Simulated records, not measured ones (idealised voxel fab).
The document below concerns the process module designated voxel ribs on slabs.
Pictured: cross-section cut, 285 nm wide, on a grid of 5 nm square cells.
For the purposes of this document, a cross-section shall be understood as a grid of square cells, specified as bands listed in top-to-bottom order, each band consisting of one or more rows of cells.
This entry defines a band. It first specifies the height of the band's top and the height of its bottom in nm, and then specifies the band's materials from left to right, stating each material with its width in nm. The word "edge to edge" identifies a single material that fills the band from edge to edge, while the word "blank" identifies empty space.
Where do heights start? At 0: under that level the wafer as delivered is made of one material only. And the lowest band has no floor; it just carries on downward, as in "0 -> down".
Width "30 to 40": first value at the band's top row of cells, second value at its bottom row, equal change from row to row.
Key: "no change" - step with no changed cell in the cross-section.
Heads up: "Closed void listing" only lists the empty pockets with no open path to the top that are 8 cells or more, and it writes them as width x height at distance, distance from the left edge, in nm.
Text after the settings on a step's line: the simulator's own remark on that step.
overlay nm: for a step with a mask, the amount by which the mask lay right of where it was planned; a negative amount means left of it.

These are the steps we planned for the process
step 1: RECEIVE with material Si
step 2: DIRECTIONAL_DEP with material SiO2, thk nm 30
step 3: DIRECTIONAL_DEP with material SiN, thk nm 15
step 4: PATTERN with tone cover, mask id RIB, material resist, width nm 25, thk nm 20, overlay nm 0
step 5: DIRECTIONAL_ETCH with etch materials SiN, depth nm 5
step 6: STRIP with etch materials resist
step 7: MASKED_ETCH with tone cover, mask id SLAB, width nm 55, etch materials SiN, depth nm 10, overlay nm 0
step 8: FILL_DEP with material SiO2, thk nm 20
step 9: CMP with height nm 55
step 10: DIRECTIONAL_DEP with material W, thk nm 10
step 11: MASKED_ETCH with tone cover, mask id HEATER, width nm 25, etch materials W, depth nm 10, overlay nm 0
step 12: CONFORMAL_DEP with material SiO2, thk nm 5
Be aware that, although all wafers share a common starting state, the width nm at step 11 differs among them, and the plan displays the first wafer's value.

Cross-section of the first incoming wafer of several, state after step 1
> 0 -> down  Si edge to edge
> Closed void listing: none

Basically each wafer gets a line in the table, showing it at the end of the module: material by material, the cells it gained (+) or lost (-) since we got it, then its closed voids
width nm 25, +27 SiN, +661 SiO2, +10 W, Closed void listing: none
width nm 30, +27 SiN, +661 SiO2, +12 W, Closed void listing: none
width nm 35, +27 SiN, +661 SiO2, +14 W, Closed void listing: none
width nm 40, +27 SiN, +661 SiO2, +16 W, Closed void listing: none
width nm 45, +27 SiN, +661 SiO2, +18 W, Closed void listing: none
width nm 50, +27 SiN, +661 SiO2, +20 W, Closed void listing: none
